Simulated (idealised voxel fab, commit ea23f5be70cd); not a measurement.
You're looking at the process module voxel wiring stack.
We display cut, a cross-section 225 nm in width whose square cells are each 5 nm.
Notation: cross-section as square-cell grid; stated in bands, top first, going down; one or more cell rows per band.
Band entry format. Leading values: height of top, height of bottom, nm. Remainder: materials in left-to-right order, each with its width in nm. Special words: "throughout" on a single material, which then fills the band edge to edge; "blank", empty space.
Measure heights from 0. That's the level where, below it, the as-received wafer is all one material. The lowest band is bottomless and extends downward; write it as in "0 -> down".
Quick explanation for "30 to 40": the width changes in equal steps down the rows of cells, from the first number in the band's top row to the second number in its bottom row.
When a step is marked "changes: none", none of the cells in the cross-section changed during that step.
Entry "Enclosed cavity list" = empty spaces >= 8 cells with no open way to the top; each as width x height at distance, distance from left edge, all nm.
Note: text after step settings on the step line = simulator remark on that step.
Each step line may optionally specify "overlay nm", which for a step with a mask gives the rightward distance between the mask's planned place and where it lay, a negative value indicating the leftward direction.
The following list gives the planned process steps:
1,RECEIVE | material Si
2,CONFORMAL_DEP | material SiO2 | thk nm 10
3,CONFORMAL_DEP | material SiN | thk nm 5
4,DIRECTIONAL_DEP | material lowk | thk nm 15
5,MASKED_ETCH | tone open | mask id METAL_1 | width nm 20 | pitch nm 35 | etch materials lowk | depth nm 15 | overlay nm 0
6,MASKED_ETCH | tone open | mask id METAL_1 | width nm 20 | pitch nm 35 | etch materials SiN | depth nm 5 | overlay nm 0
7,CONFORMAL_DEP | material TiN | thk nm 5
8,FILL_DEP | material Ru | thk nm 5
9,CMP | height nm 30
10,CONFORMAL_DEP | material SiCN | thk nm 5
11,DIRECTIONAL_DEP | material SiO2 | thk nm 20
12,MASKED_ETCH | tone open | mask id PLUG_1 | width nm 15 | pitch nm 35 | etch materials SiO2 | depth nm 20 | overlay nm 0
13,MASKED_ETCH | tone open | mask id PLUG_1 | width nm 15 | pitch nm 35 | etch materials SiCN | depth nm 5 | overlay nm 0
14,CONFORMAL_DEP | material TiN | thk nm 5
15,FILL_DEP | material Ru | thk nm 10
16,CMP | height nm 55
17,CONFORMAL_DEP | material SiCN | thk nm 5
18,DIRECTIONAL_DEP | material lowk | thk nm 20
19,PATTERN | tone open | mask id METAL_2 | material resist | width nm 20 | pitch nm 35 | thk nm 20 | overlay nm 0
20,DIRECTIONAL_ETCH | etch materials lowk | depth nm 20
21,DIRECTIONAL_ETCH | etch materials SiCN | depth nm 5
22,STRIP | etch materials resist
23,CONFORMAL_DEP | material TiN | thk nm 5
24,FILL_DEP | material W | thk nm 5
25,CMP | height nm 80
26,CONFORMAL_DEP | material SiCN | thk nm 5
27,DIRECTIONAL_DEP | material SiO2 | thk nm 15
28,PATTERN | tone open | mask id PLUG_2 | material resist | width nm 15 | pitch nm 35 | thk nm 20 | overlay nm 0
29,DIRECTIONAL_ETCH | etch materials SiO2 | depth nm 15
30,DIRECTIONAL_ETCH | etch materials SiCN | depth nm 5
31,STRIP | etch materials resist
32,EPI | material Ru | thk nm 10
33,EPI | material Ru | thk nm 10
34,DIRECTIONAL_DEP | material TiN | thk nm 5
35,DIRECTIONAL_DEP | material Ru | thk nm 25
36,MASKED_ETCH | tone cover | mask id METAL_3 | width nm 20 | pitch nm 35 | etch materials Ru | depth nm 25 | overlay nm 0
37,MASKED_ETCH | tone cover | mask id METAL_3 | width nm 20 | pitch nm 35 | etch materials TiN | depth nm 5 | overlay nm 0
38,CONFORMAL_DEP | material SiCN | thk nm 5
39,FILL_DEP | material lowk | thk nm 5
40,CMP | height nm 130
41,CONFORMAL_DEP | material SiCN | thk nm 5
As received (post step 1): cross-section:
- 0 -> down | Si throughout
- Enclosed cavity list: none
First wafer at the end, as planned:
- 135 -> 130 | SiCN throughout
- 130 -> 105 | lowk 60 nm, SiCN 5 nm, Ru 20 nm, SiCN 5 nm, lowk 5 nm, SiCN 5 nm, Ru 20 nm, SiCN 5 nm, lowk 5 nm, SiCN 5 nm, Ru 20 nm, SiCN 5 nm, lowk 65 nm
- 105 -> 100 | SiCN 65 nm, TiN 20 nm, SiCN 15 nm, TiN 20 nm, SiCN 15 nm, TiN 20 nm, SiCN 70 nm
- 100 -> 85 | SiO2 65 nm, Ru 15 nm, SiO2 20 nm, Ru 15 nm, SiO2 20 nm, Ru 15 nm, SiO2 75 nm
- 85 -> 80 | SiCN 65 nm, Ru 15 nm, SiCN 20 nm, Ru 15 nm, SiCN 20 nm, Ru 15 nm, SiCN 75 nm
- 80 -> 60 | lowk 65 nm, TiN 5 nm, W 10 nm, TiN 5 nm, lowk 15 nm, TiN 5 nm, W 10 nm, TiN 5 nm, lowk 15 nm, TiN 5 nm, W 10 nm, TiN 5 nm, lowk 70 nm
- 60 -> 55 | SiCN 65 nm, TiN 20 nm, SiCN 15 nm, TiN 20 nm, SiCN 15 nm, TiN 20 nm, SiCN 70 nm
- 55 -> 35 | SiO2 65 nm, TiN 5 nm, Ru 5 nm, TiN 5 nm, SiO2 20 nm, TiN 5 nm, Ru 5 nm, TiN 5 nm, SiO2 20 nm, TiN 5 nm, Ru 5 nm, TiN 5 nm, SiO2 75 nm
- 35 -> 30 | SiCN 65 nm, TiN 15 nm, SiCN 20 nm, TiN 15 nm, SiCN 20 nm, TiN 15 nm, SiCN 75 nm
- 30 -> 15 | lowk 65 nm, TiN 5 nm, Ru 10 nm, TiN 5 nm, lowk 15 nm, TiN 5 nm, Ru 10 nm, TiN 5 nm, lowk 15 nm, TiN 5 nm, Ru 10 nm, TiN 5 nm, lowk 70 nm
- 15 -> 10 | SiN 65 nm, TiN 20 nm, SiN 15 nm, TiN 20 nm, SiN 15 nm, TiN 20 nm, SiN 70 nm
- 10 -> 0 | SiO2 throughout
- 0 -> down | Si throughout
- Enclosed cavity list: none
Now the second wafer, cross-sectioned at the end of the module. Nothing different at the start, nothing different in the plan compared with the first, just one mistake when it was actually run:
- 135 -> 130 | SiCN throughout
- 130 -> 125 | SiCN 65 nm, TiN 20 nm, SiCN 15 nm, TiN 20 nm, SiCN 15 nm, TiN 20 nm, SiCN 70 nm
- 125 -> 100 | Ru throughout
- 100 -> 85 | SiO2 65 nm, Ru 15 nm, SiO2 20 nm, Ru 15 nm, SiO2 20 nm, Ru 15 nm, SiO2 75 nm
- 85 -> 80 | SiCN 65 nm, Ru 15 nm, SiCN 20 nm, Ru 15 nm, SiCN 20 nm, Ru 15 nm, SiCN 75 nm
- 80 -> 60 | lowk 65 nm, TiN 5 nm, W 10 nm, TiN 5 nm, lowk 15 nm, TiN 5 nm, W 10 nm, TiN 5 nm, lowk 15 nm, TiN 5 nm, W 10 nm, TiN 5 nm, lowk 70 nm
- 60 -> 55 | SiCN 65 nm, TiN 20 nm, SiCN 15 nm, TiN 20 nm, SiCN 15 nm, TiN 20 nm, SiCN 70 nm
- 55 -> 35 | SiO2 65 nm, TiN 5 nm, Ru 5 nm, TiN 5 nm, SiO2 20 nm, TiN 5 nm, Ru 5 nm, TiN 5 nm, SiO2 20 nm, TiN 5 nm, Ru 5 nm, TiN 5 nm, SiO2 75 nm
- 35 -> 30 | SiCN 65 nm, TiN 15 nm, SiCN 20 nm, TiN 15 nm, SiCN 20 nm, TiN 15 nm, SiCN 75 nm
- 30 -> 15 | lowk 65 nm, TiN 5 nm, Ru 10 nm, TiN 5 nm, lowk 15 nm, TiN 5 nm, Ru 10 nm, TiN 5 nm, lowk 15 nm, TiN 5 nm, Ru 10 nm, TiN 5 nm, lowk 70 nm
- 15 -> 10 | SiN 65 nm, TiN 20 nm, SiN 15 nm, TiN 20 nm, SiN 15 nm, TiN 20 nm, SiN 70 nm
- 10 -> 0 | SiO2 throughout
- 0 -> down | Si throughout
- Enclosed cavity list: none
Deviation from plan: a sequencing error occurred in which plan steps 34 and 35 were transposed
Final comparison by cell count, materials where the second wafer has more or fewer than the first: Ru +165, SiCN -30, lowk -135
